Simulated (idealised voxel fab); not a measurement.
voxel transistor to metal: a process module
Displayed cross-section: cut, width of 200 nm, square cells sized 5 nm.
Heads up, the way a cross-section reads in here is a grid of square cells, handed over as bands from the top down, with every band being one or more rows of cells.
Basically the band line says how high the top is and how high the bottom is, in nm, and then what's in it from left to right, every material with its width in nm. Empty space shows up as "blank", and if a single material carries "edge to edge" it runs the full band edge to edge.
We count height from 0. Below that, the starting wafer is all one material. The lowest band never ends at the bottom but goes on down; see "0 nm and below" for how that is written.
With a width like "30 to 40", each row of cells in the band differs from the next by the same amount, the top row carrying the first number and the bottom row the second.
Given "nothing was modified" for a step, no cell of the cross-section differs between before and after that step.
"Closed void entries" contains a list of empty spaces, each no smaller than 8 cells and without an open way to the top, written in the form width x height at distance with the distance from the left edge and all three in nm.
after a step's settings: what the simulator itself notes on the step
"overlay nm" denotes, for a step that has a mask, the displacement of the mask to the right of its planned place, with negative values corresponding to the left.

# The following list gives the planned process steps
| 1 | RECEIVE | material Si |
| 2 | CONFORMAL_DEP | material SiO2 | thk nm 5 |
| 3 | CONFORMAL_DEP | material SiN | thk nm 15 |
| 4 | MASKED_ETCH | tone cover | mask id ACTIVE | width nm 115 | etch materials SiN | depth nm 15 | overlay nm 0 |
| 5 | MASKED_ETCH | tone cover | mask id ACTIVE | width nm 115 | etch materials SiO2 | depth nm 5 | overlay nm 0 |
| 6 | MASKED_ETCH | tone cover | mask id ACTIVE | width nm 115 | etch materials Si | depth nm 20 | overlay nm 0 |
| 7 | FILL_DEP | material SiO2 | thk nm 15 |
| 8 | CMP | height nm 20 |
| 9 | SELECTIVE_ETCH | etch materials SiO2 | depth nm 10 |
| 10 | STRIP | etch materials SiN |
| 11 | SELECTIVE_ETCH | etch materials SiO2 | depth nm 5 |
| 12 | OXIDIZE | depth nm 5 |
| 13 | DIRECTIONAL_DEP | material polySi | thk nm 25 |
| 14 | DIRECTIONAL_DEP | material SiCN | thk nm 10 |
| 15 | MASKED_ETCH | tone cover | mask id GATE | width nm 25 | etch materials SiCN | depth nm 20 | overlay nm 0 |
| 16 | MASKED_ETCH | tone cover | mask id GATE | width nm 25 | etch materials polySi | depth nm 35 | overlay nm 0 |
| 17 | CONFORMAL_DEP | material SiN | thk nm 10 |
| 18 | DIRECTIONAL_ETCH | etch materials SiN | depth nm 10 |
| 19 | DIRECTIONAL_ETCH | etch materials SiO2 | depth nm 5 |
| 20 | EPI | material SiGe | thk nm 5 |
| 21 | FILL_DEP | material SiO2 | thk nm 5 |
| 22 | CMP | height nm 35 |
| 23 | DIRECTIONAL_DEP | material SiO2 | thk nm 10 |
| 24 | PATTERN | tone open | mask id CONTACT | material resist | width nm 20 | pitch nm 85 | thk nm 15 | overlay nm 0 |
| 25 | DIRECTIONAL_ETCH | etch materials SiO2 | depth nm 45 |
| 26 | STRIP | etch materials resist |
| 27 | CONFORMAL_DEP | material TiN | thk nm 5 |
| 28 | FILL_DEP | material W | thk nm 10 |
| 29 | CMP | height nm 45 |
| 30 | DIRECTIONAL_DEP | material TiN | thk nm 5 |
| 31 | DIRECTIONAL_DEP | material Ru | thk nm 20 |
| 32 | DIRECTIONAL_DEP | material aC | thk nm 10 |
| 33 | PATTERN | tone cover | mask id METAL_1 | material resist | width nm 20 | pitch nm 85 | thk nm 25 | overlay nm 0 |
| 34 | DIRECTIONAL_ETCH | etch materials aC | depth nm 10 |
| 35 | STRIP | etch materials resist |
| 36 | DIRECTIONAL_ETCH | etch materials Ru | depth nm 20 |
| 37 | DIRECTIONAL_ETCH | etch materials TiN | depth nm 5 |
| 38 | STRIP | etch materials aC |
| 39 | CONFORMAL_DEP | material SiN | thk nm 5 |
| 40 | FILL_DEP | material SiO2 | thk nm 5 |
| 41 | CMP | height nm 70 |
| 42 | CONFORMAL_DEP | material SiCN | thk nm 5 |

# Below: the first of two wafers, run as planned

# Wafer at receipt (post step 1), cross-section
0 nm and below: Si edge to edge
Closed void entries: none

# Cross-sectional representation of the wafer at the conclusion of step 2
5 nm to 0 nm: SiO2 edge to edge
Everything under 0 stays put, no change at all.

# Cross-sectional representation of the wafer at the conclusion of step 3
20 nm to 5 nm: SiN edge to edge
Everything under 5 stays put, no change at all.

# Cross-sectional representation of the wafer at the conclusion of step 4
20 nm to 5 nm: blank: 40, then SiN: 115, then blank: 45
Everything under 5 stays put, no change at all.

# Cross-sectional representation of the wafer at the conclusion of step 5
20 nm to 5 nm: blank: 40, then SiN: 115, then blank: 45
5 nm to 0 nm: blank: 40, then SiO2: 115, then blank: 45
Everything under 0 stays put, no change at all.

# Cross-sectional representation of the wafer at the conclusion of step 6
20 nm to 5 nm: blank: 40, then SiN: 115, then blank: 45
5 nm to 0 nm: blank: 40, then SiO2: 115, then blank: 45
0 nm to -20 nm: blank: 40, then Si: 115, then blank: 45
Everything under -20 stays put, no change at all.

# Cross-sectional representation of the wafer at the conclusion of step 7
35 nm to 20 nm: SiO2 edge to edge
20 nm to 5 nm: SiO2: 40, then SiN: 115, then SiO2: 45
5 nm to 0 nm: SiO2 edge to edge
0 nm to -20 nm: SiO2: 40, then Si: 115, then SiO2: 45
Everything under -20 stays put, no change at all.

# Cross-sectional representation of the wafer at the conclusion of step 8
20 nm to 5 nm: SiO2: 40, then SiN: 115, then SiO2: 45
Everything under 5 stays put, no change at all.

# Cross-sectional representation of the wafer at the conclusion of step 9
20 nm to 10 nm: blank: 40, then SiN: 115, then blank: 45
Everything under 10 stays put, no change at all.

# Cross-sectional representation of the wafer at the conclusion of step 10
10 nm to 5 nm: SiO2: 40, then blank: 115, then SiO2: 45
Everything under 5 stays put, no change at all.

# Cross-sectional representation of the wafer at the conclusion of step 11
5 nm to 0 nm: SiO2: 35, then blank: 125, then SiO2: 40
Everything under 0 stays put, no change at all.

# Cross-sectional representation of the wafer at the conclusion of step 12
5 nm to 0 nm: SiO2: 35, then blank: 125, then SiO2: 40
0 nm to -5 nm: SiO2 edge to edge
Everything under -5 stays put, no change at all.

# Cross-sectional representation of the wafer at the conclusion of step 13
30 nm to 25 nm: polySi: 35, then blank: 125, then polySi: 40
25 nm to 5 nm: polySi edge to edge
5 nm to 0 nm: SiO2: 35, then polySi: 125, then SiO2: 40
Everything under 0 stays put, no change at all.

# Cross-sectional representation of the wafer at the conclusion of step 14
40 nm to 35 nm: SiCN: 35, then blank: 125, then SiCN: 40
35 nm to 30 nm: SiCN edge to edge
30 nm to 25 nm: polySi: 35, then SiCN: 125, then polySi: 40
Everything under 25 stays put, no change at all.

# Cross-sectional representation of the wafer at the conclusion of step 15
35 nm to 30 nm: blank: 85, then SiCN: 25, then blank: 90
30 nm to 25 nm: polySi: 35, then blank: 50, then SiCN: 25, then blank: 50, then polySi: 40
Everything under 25 stays put, no change at all.

# Cross-sectional representation of the wafer at the conclusion of step 16
35 nm to 25 nm: blank: 85, then SiCN: 25, then blank: 90
25 nm to 5 nm: blank: 85, then polySi: 25, then blank: 90
5 nm to 0 nm: SiO2: 35, then blank: 50, then polySi: 25, then blank: 50, then SiO2: 40
Everything under 0 stays put, no change at all.

# Cross-sectional representation of the wafer at the conclusion of step 17
45 nm to 35 nm: blank: 75, then SiN: 45, then blank: 80
35 nm to 25 nm: blank: 75, then SiN: 10, then SiCN: 25, then SiN: 10, then blank: 80
25 nm to 15 nm: blank: 75, then SiN: 10, then polySi: 25, then SiN: 10, then blank: 80
15 nm to 10 nm: SiN: 45, then blank: 30, then SiN: 10, then polySi: 25, then SiN: 10, then blank: 30, then SiN: 50
10 nm to 5 nm: SiN: 85, then polySi: 25, then SiN: 90
5 nm to 0 nm: SiO2: 35, then SiN: 50, then polySi: 25, then SiN: 50, then SiO2: 40
Everything under 0 stays put, no change at all.

# Cross-sectional representation of the wafer at the conclusion of step 18
35 nm to 25 nm: blank: 75, then SiN: 10, then SiCN: 25, then SiN: 10, then blank: 80
25 nm to 5 nm: blank: 75, then SiN: 10, then polySi: 25, then SiN: 10, then blank: 80
5 nm to 0 nm: SiO2: 35, then SiN: 10, then blank: 30, then SiN: 10, then polySi: 25, then SiN: 10, then blank: 30, then SiN: 10, then SiO2: 40
Everything under 0 stays put, no change at all.

# Cross-sectional representation of the wafer at the conclusion of step 19
35 nm to 25 nm: blank: 75, then SiN: 10, then SiCN: 25, then SiN: 10, then blank: 80
25 nm to 5 nm: blank: 75, then SiN: 10, then polySi: 25, then SiN: 10, then blank: 80
5 nm to 0 nm: blank: 35, then SiN: 10, then blank: 30, then SiN: 10, then polySi: 25, then SiN: 10, then blank: 30, then SiN: 10, then blank: 40
0 nm to -5 nm: SiO2: 45, then blank: 30, then SiO2: 45, then blank: 30, then SiO2: 50
Everything under -5 stays put, no change at all.

# Cross-sectional representation of the wafer at the conclusion of step 20
35 nm to 25 nm: blank: 75, then SiN: 10, then SiCN: 25, then SiN: 10, then blank: 80
25 nm to 5 nm: blank: 75, then SiN: 10, then polySi: 25, then SiN: 10, then blank: 80
5 nm to 0 nm: blank: 35, then SiN: 10, then blank: 30, then SiN: 10, then polySi: 25, then SiN: 10, then blank: 30, then SiN: 10, then blank: 40
0 nm to -5 nm: SiO2: 45, then SiGe: 30, then SiO2: 45, then SiGe: 30, then SiO2: 50
Everything under -5 stays put, no change at all.

# Cross-sectional representation of the wafer at the conclusion of step 21
40 nm to 35 nm: SiO2 edge to edge
35 nm to 25 nm: SiO2: 75, then SiN: 10, then SiCN: 25, then SiN: 10, then SiO2: 80
25 nm to 5 nm: SiO2: 75, then SiN: 10, then polySi: 25, then SiN: 10, then SiO2: 80
5 nm to 0 nm: SiO2: 35, then SiN: 10, then SiO2: 30, then SiN: 10, then polySi: 25, then SiN: 10, then SiO2: 30, then SiN: 10, then SiO2: 40
Everything under 0 stays put, no change at all.

# Cross-sectional representation of the wafer at the conclusion of step 22
35 nm to 25 nm: SiO2: 75, then SiN: 10, then SiCN: 25, then SiN: 10, then SiO2: 80
Everything under 25 stays put, no change at all.

# Cross-sectional representation of the wafer at the conclusion of step 23
45 nm to 35 nm: SiO2 edge to edge
Everything under 35 stays put, no change at all.

# Cross-sectional representation of the wafer at the conclusion of step 24
60 nm to 45 nm: resist: 45, then blank: 20, then resist: 65, then blank: 20, then resist: 50
Everything under 45 stays put, no change at all.

# Cross-sectional representation of the wafer at the conclusion of step 25
60 nm to 45 nm: resist: 45, then blank: 20, then resist: 65, then blank: 20, then resist: 50
45 nm to 35 nm: SiO2: 45, then blank: 20, then SiO2: 65, then blank: 20, then SiO2: 50
35 nm to 25 nm: SiO2: 45, then blank: 20, then SiO2: 10, then SiN: 10, then SiCN: 25, then SiN: 10, then SiO2: 10, then blank: 20, then SiO2: 50
25 nm to 5 nm: SiO2: 45, then blank: 20, then SiO2: 10, then SiN: 10, then polySi: 25, then SiN: 10, then SiO2: 10, then blank: 20, then SiO2: 50
5 nm to 0 nm: SiO2: 35, then SiN: 10, then blank: 20, then SiO2: 10, then SiN: 10, then polySi: 25, then SiN: 10, then SiO2: 10, then blank: 20, then SiN: 10, then SiO2: 40
Everything under 0 stays put, no change at all.

# Cross-sectional representation of the wafer at the conclusion of step 26
45 nm to 35 nm: SiO2: 45, then blank: 20, then SiO2: 65, then blank: 20, then SiO2: 50
Everything under 35 stays put, no change at all.

# Cross-sectional representation of the wafer at the conclusion of step 27
50 nm to 45 nm: TiN: 50, then blank: 10, then TiN: 75, then blank: 10, then TiN: 55
45 nm to 35 nm: SiO2: 45, then TiN: 5, then blank: 10, then TiN: 5, then SiO2: 65, then TiN: 5, then blank: 10, then TiN: 5, then SiO2: 50
35 nm to 25 nm: SiO2: 45, then TiN: 5, then blank: 10, then TiN: 5, then SiO2: 10, then SiN: 10, then SiCN: 25, then SiN: 10, then SiO2: 10, then TiN: 5, then blank: 10, then TiN: 5, then SiO2: 50
25 nm to 5 nm: SiO2: 45, then TiN: 5, then blank: 10, then TiN: 5, then SiO2: 10, then SiN: 10, then polySi: 25, then SiN: 10, then SiO2: 10, then TiN: 5, then blank: 10, then TiN: 5, then SiO2: 50
5 nm to 0 nm: SiO2: 35, then SiN: 10, then TiN: 20, then SiO2: 10, then SiN: 10, then polySi: 25, then SiN: 10, then SiO2: 10, then TiN: 20, then SiN: 10, then SiO2: 40
Everything under 0 stays put, no change at all.

# Cross-sectional representation of the wafer at the conclusion of step 28
60 nm to 50 nm: W edge to edge
50 nm to 45 nm: TiN: 50, then W: 10, then TiN: 75, then W: 10, then TiN: 55
45 nm to 35 nm: SiO2: 45, then TiN: 5, then W: 10, then TiN: 5, then SiO2: 65, then TiN: 5, then W: 10, then TiN: 5, then SiO2: 50
35 nm to 25 nm: SiO2: 45, then TiN: 5, then W: 10, then TiN: 5, then SiO2: 10, then SiN: 10, then SiCN: 25, then SiN: 10, then SiO2: 10, then TiN: 5, then W: 10, then TiN: 5, then SiO2: 50
25 nm to 5 nm: SiO2: 45, then TiN: 5, then W: 10, then TiN: 5, then SiO2: 10, then SiN: 10, then polySi: 25, then SiN: 10, then SiO2: 10, then TiN: 5, then W: 10, then TiN: 5, then SiO2: 50
Everything under 5 stays put, no change at all.

# Cross-sectional representation of the wafer at the conclusion of step 29
45 nm to 35 nm: SiO2: 45, then TiN: 5, then W: 10, then TiN: 5, then SiO2: 65, then TiN: 5, then W: 10, then TiN: 5, then SiO2: 50
Everything under 35 stays put, no change at all.

# Cross-sectional representation of the wafer at the conclusion of step 30
50 nm to 45 nm: TiN edge to edge
Everything under 45 stays put, no change at all.

# Cross-sectional representation of the wafer at the conclusion of step 31
70 nm to 50 nm: Ru edge to edge
Everything under 50 stays put, no change at all.

# Cross-sectional representation of the wafer at the conclusion of step 32
80 nm to 70 nm: aC edge to edge
Everything under 70 stays put, no change at all.

# Cross-sectional representation of the wafer at the conclusion of step 33
105 nm to 80 nm: blank: 45, then resist: 20, then blank: 65, then resist: 20, then blank: 50
Everything under 80 stays put, no change at all.

# Cross-sectional representation of the wafer at the conclusion of step 34
95 nm to 80 nm: blank: 45, then resist: 20, then blank: 65, then resist: 20, then blank: 50
80 nm to 70 nm: blank: 45, then aC: 20, then blank: 65, then aC: 20, then blank: 50
Everything under 70 stays put, no change at all.

# Cross-sectional representation of the wafer at the conclusion of step 35
80 nm to 70 nm: blank: 45, then aC: 20, then blank: 65, then aC: 20, then blank: 50
Everything under 70 stays put, no change at all.

# Cross-sectional representation of the wafer at the conclusion of step 36
80 nm to 70 nm: blank: 45, then aC: 20, then blank: 65, then aC: 20, then blank: 50
70 nm to 50 nm: blank: 45, then Ru: 20, then blank: 65, then Ru: 20, then blank: 50
Everything under 50 stays put, no change at all.

# Cross-sectional representation of the wafer at the conclusion of step 37
80 nm to 70 nm: blank: 45, then aC: 20, then blank: 65, then aC: 20, then blank: 50
70 nm to 50 nm: blank: 45, then Ru: 20, then blank: 65, then Ru: 20, then blank: 50
50 nm to 45 nm: blank: 45, then TiN: 20, then blank: 65, then TiN: 20, then blank: 50
Everything under 45 stays put, no change at all.

# Cross-sectional representation of the wafer at the conclusion of step 38
70 nm to 50 nm: blank: 45, then Ru: 20, then blank: 65, then Ru: 20, then blank: 50
Everything under 50 stays put, no change at all.

# Cross-sectional representation of the wafer at the conclusion of step 39
75 nm to 70 nm: blank: 40, then SiN: 30, then blank: 55, then SiN: 30, then blank: 45
70 nm to 50 nm: blank: 40, then SiN: 5, then Ru: 20, then SiN: 5, then blank: 55, then SiN: 5, then Ru: 20, then SiN: 5, then blank: 45
50 nm to 45 nm: SiN: 45, then TiN: 20, then SiN: 65, then TiN: 20, then SiN: 50
Everything under 45 stays put, no change at all.

# Cross-sectional representation of the wafer at the conclusion of step 40
80 nm to 75 nm: SiO2 edge to edge
75 nm to 70 nm: SiO2: 40, then SiN: 30, then SiO2: 55, then SiN: 30, then SiO2: 45
70 nm to 50 nm: SiO2: 40, then SiN: 5, then Ru: 20, then SiN: 5, then SiO2: 55, then SiN: 5, then Ru: 20, then SiN: 5, then SiO2: 45
Everything under 50 stays put, no change at all.

# Cross-sectional representation of the wafer at the conclusion of step 41
70 nm to 50 nm: SiO2: 40, then SiN: 5, then Ru: 20, then SiN: 5, then SiO2: 55, then SiN: 5, then Ru: 20, then SiN: 5, then SiO2: 45
Everything under 50 stays put, no change at all.

# Cross-sectional representation of the wafer at the conclusion of step 42
75 nm to 70 nm: SiCN edge to edge
Everything under 70 stays put, no change at all.

# Second wafer, same starting state and plan as the first, one mistake in the run, identical through step 16

# Cross-sectional view of the second wafer at the intended end time of process step 17
50 nm to 35 nm: blank: 70, then SiN: 55, then blank: 75
35 nm to 25 nm: blank: 70, then SiN: 15, then SiCN: 25, then SiN: 15, then blank: 75
25 nm to 20 nm: blank: 70, then SiN: 15, then polySi: 25, then SiN: 15, then blank: 75
20 nm to 15 nm: SiN: 50, then blank: 20, then SiN: 15, then polySi: 25, then SiN: 15, then blank: 20, then SiN: 55
15 nm to 5 nm: SiN: 85, then polySi: 25, then SiN: 90
5 nm to 0 nm: SiO2: 35, then SiN: 50, then polySi: 25, then SiN: 50, then SiO2: 40
Everything under 0 stays put, no change at all.

# Cross-sectional view of the second wafer at the intended end time of process step 18
40 nm to 35 nm: blank: 70, then SiN: 55, then blank: 75
35 nm to 25 nm: blank: 70, then SiN: 15, then SiCN: 25, then SiN: 15, then blank: 75
25 nm to 10 nm: blank: 70, then SiN: 15, then polySi: 25, then SiN: 15, then blank: 75
10 nm to 5 nm: SiN: 50, then blank: 20, then SiN: 15, then polySi: 25, then SiN: 15, then blank: 20, then SiN: 55
Everything under 5 stays put, no change at all.

Cross-sectional view of the second wafer at the intended end time of process step 19: nothing was modified

Cross-sectional view of the second wafer at the intended end time of process step 20: nothing was modified

# Cross-sectional view of the second wafer at the intended end time of process step 21
45 nm to 40 nm: SiO2 edge to edge
40 nm to 35 nm: SiO2: 70, then SiN: 55, then SiO2: 75
35 nm to 25 nm: SiO2: 70, then SiN: 15, then SiCN: 25, then SiN: 15, then SiO2: 75
25 nm to 10 nm: SiO2: 70, then SiN: 15, then polySi: 25, then SiN: 15, then SiO2: 75
10 nm to 5 nm: SiN: 50, then SiO2: 20, then SiN: 15, then polySi: 25, then SiN: 15, then SiO2: 20, then SiN: 55
Everything under 5 stays put, no change at all.

# Cross-sectional view of the second wafer at the intended end time of process step 22
35 nm to 25 nm: SiO2: 70, then SiN: 15, then SiCN: 25, then SiN: 15, then SiO2: 75
Everything under 25 stays put, no change at all.

# Cross-sectional view of the second wafer at the intended end time of process step 23
45 nm to 35 nm: SiO2 edge to edge
Everything under 35 stays put, no change at all.

# Cross-sectional view of the second wafer at the intended end time of process step 24
60 nm to 45 nm: resist: 45, then blank: 20, then resist: 65, then blank: 20, then resist: 50
Everything under 45 stays put, no change at all.

# Cross-sectional view of the second wafer at the intended end time of process step 25
60 nm to 45 nm: resist: 45, then blank: 20, then resist: 65, then blank: 20, then resist: 50
45 nm to 35 nm: SiO2: 45, then blank: 20, then SiO2: 65, then blank: 20, then SiO2: 50
35 nm to 25 nm: SiO2: 45, then blank: 20, then SiO2: 5, then SiN: 15, then SiCN: 25, then SiN: 15, then SiO2: 5, then blank: 20, then SiO2: 50
25 nm to 10 nm: SiO2: 45, then blank: 20, then SiO2: 5, then SiN: 15, then polySi: 25, then SiN: 15, then SiO2: 5, then blank: 20, then SiO2: 50
10 nm to 5 nm: SiN: 50, then blank: 15, then SiO2: 5, then SiN: 15, then polySi: 25, then SiN: 15, then SiO2: 5, then blank: 15, then SiN: 55
Everything under 5 stays put, no change at all.

# Cross-sectional view of the second wafer at the intended end time of process step 26
45 nm to 35 nm: SiO2: 45, then blank: 20, then SiO2: 65, then blank: 20, then SiO2: 50
Everything under 35 stays put, no change at all.

# Cross-sectional view of the second wafer at the intended end time of process step 27
50 nm to 45 nm: TiN: 50, then blank: 10, then TiN: 75, then blank: 10, then TiN: 55
45 nm to 35 nm: SiO2: 45, then TiN: 5, then blank: 10, then TiN: 5, then SiO2: 65, then TiN: 5, then blank: 10, then TiN: 5, then SiO2: 50
35 nm to 25 nm: SiO2: 45, then TiN: 5, then blank: 10, then TiN: 5, then SiO2: 5, then SiN: 15, then SiCN: 25, then SiN: 15, then SiO2: 5, then TiN: 5, then blank: 10, then TiN: 5, then SiO2: 50
25 nm to 15 nm: SiO2: 45, then TiN: 5, then blank: 10, then TiN: 5, then SiO2: 5, then SiN: 15, then polySi: 25, then SiN: 15, then SiO2: 5, then TiN: 5, then blank: 10, then TiN: 5, then SiO2: 50
15 nm to 10 nm: SiO2: 45, then TiN: 10, then blank: 5, then TiN: 5, then SiO2: 5, then SiN: 15, then polySi: 25, then SiN: 15, then SiO2: 5, then TiN: 5, then blank: 5, then TiN: 10, then SiO2: 50
10 nm to 5 nm: SiN: 50, then TiN: 15, then SiO2: 5, then SiN: 15, then polySi: 25, then SiN: 15, then SiO2: 5, then TiN: 15, then SiN: 55
Everything under 5 stays put, no change at all.

# Cross-sectional view of the second wafer at the intended end time of process step 28
60 nm to 50 nm: W edge to edge
50 nm to 45 nm: TiN: 50, then W: 10, then TiN: 75, then W: 10, then TiN: 55
45 nm to 35 nm: SiO2: 45, then TiN: 5, then W: 10, then TiN: 5, then SiO2: 65, then TiN: 5, then W: 10, then TiN: 5, then SiO2: 50
35 nm to 25 nm: SiO2: 45, then TiN: 5, then W: 10, then TiN: 5, then SiO2: 5, then SiN: 15, then SiCN: 25, then SiN: 15, then SiO2: 5, then TiN: 5, then W: 10, then TiN: 5, then SiO2: 50
25 nm to 15 nm: SiO2: 45, then TiN: 5, then W: 10, then TiN: 5, then SiO2: 5, then SiN: 15, then polySi: 25, then SiN: 15, then SiO2: 5, then TiN: 5, then W: 10, then TiN: 5, then SiO2: 50
15 nm to 10 nm: SiO2: 45, then TiN: 10, then W: 5, then TiN: 5, then SiO2: 5, then SiN: 15, then polySi: 25, then SiN: 15, then SiO2: 5, then TiN: 5, then W: 5, then TiN: 10, then SiO2: 50
Everything under 10 stays put, no change at all.

# Cross-sectional view of the second wafer at the intended end time of process step 29
45 nm to 35 nm: SiO2: 45, then TiN: 5, then W: 10, then TiN: 5, then SiO2: 65, then TiN: 5, then W: 10, then TiN: 5, then SiO2: 50
Everything under 35 stays put, no change at all.

# Cross-sectional view of the second wafer at the intended end time of process step 30
50 nm to 45 nm: TiN edge to edge
Everything under 45 stays put, no change at all.

# Cross-sectional view of the second wafer at the intended end time of process step 31
70 nm to 50 nm: Ru edge to edge
Everything under 50 stays put, no change at all.

# Cross-sectional view of the second wafer at the intended end time of process step 32
80 nm to 70 nm: aC edge to edge
Everything under 70 stays put, no change at all.

# Cross-sectional view of the second wafer at the intended end time of process step 33
105 nm to 80 nm: blank: 45, then resist: 20, then blank: 65, then resist: 20, then blank: 50
Everything under 80 stays put, no change at all.

# Cross-sectional view of the second wafer at the intended end time of process step 34
95 nm to 80 nm: blank: 45, then resist: 20, then blank: 65, then resist: 20, then blank: 50
80 nm to 70 nm: blank: 45, then aC: 20, then blank: 65, then aC: 20, then blank: 50
Everything under 70 stays put, no change at all.

# Cross-sectional view of the second wafer at the intended end time of process step 35
80 nm to 70 nm: blank: 45, then aC: 20, then blank: 65, then aC: 20, then blank: 50
Everything under 70 stays put, no change at all.

# Cross-sectional view of the second wafer at the intended end time of process step 36
80 nm to 70 nm: blank: 45, then aC: 20, then blank: 65, then aC: 20, then blank: 50
70 nm to 50 nm: blank: 45, then Ru: 20, then blank: 65, then Ru: 20, then blank: 50
Everything under 50 stays put, no change at all.

# Cross-sectional view of the second wafer at the intended end time of process step 37
80 nm to 70 nm: blank: 45, then aC: 20, then blank: 65, then aC: 20, then blank: 50
70 nm to 50 nm: blank: 45, then Ru: 20, then blank: 65, then Ru: 20, then blank: 50
50 nm to 45 nm: blank: 45, then TiN: 20, then blank: 65, then TiN: 20, then blank: 50
Everything under 45 stays put, no change at all.

# Cross-sectional view of the second wafer at the intended end time of process step 38
70 nm to 50 nm: blank: 45, then Ru: 20, then blank: 65, then Ru: 20, then blank: 50
Everything under 50 stays put, no change at all.

# Cross-sectional view of the second wafer at the intended end time of process step 39
75 nm to 70 nm: blank: 40, then SiN: 30, then blank: 55, then SiN: 30, then blank: 45
70 nm to 50 nm: blank: 40, then SiN: 5, then Ru: 20, then SiN: 5, then blank: 55, then SiN: 5, then Ru: 20, then SiN: 5, then blank: 45
50 nm to 45 nm: SiN: 45, then TiN: 20, then SiN: 65, then TiN: 20, then SiN: 50
Everything under 45 stays put, no change at all.

# Cross-sectional view of the second wafer at the intended end time of process step 40
80 nm to 75 nm: SiO2 edge to edge
75 nm to 70 nm: SiO2: 40, then SiN: 30, then SiO2: 55, then SiN: 30, then SiO2: 45
70 nm to 50 nm: SiO2: 40, then SiN: 5, then Ru: 20, then SiN: 5, then SiO2: 55, then SiN: 5, then Ru: 20, then SiN: 5, then SiO2: 45
Everything under 50 stays put, no change at all.

# Cross-sectional view of the second wafer at the intended end time of process step 41
70 nm to 50 nm: SiO2: 40, then SiN: 5, then Ru: 20, then SiN: 5, then SiO2: 55, then SiN: 5, then Ru: 20, then SiN: 5, then SiO2: 45
Everything under 50 stays put, no change at all.

# Cross-sectional view of the second wafer at the intended end time of process step 42
75 nm to 70 nm: SiCN edge to edge
Everything under 70 stays put, no change at all.
The mistake made against the process plan was this: step 17 was not run as planned; what actually ran was CONFORMAL_DEP | material SiN | thk nm 15
FYI, end of process, the second wafer has more or fewer cells of some materials than the first: SiGe -12; SiN +45; SiO2 -23; TiN -4; W -6
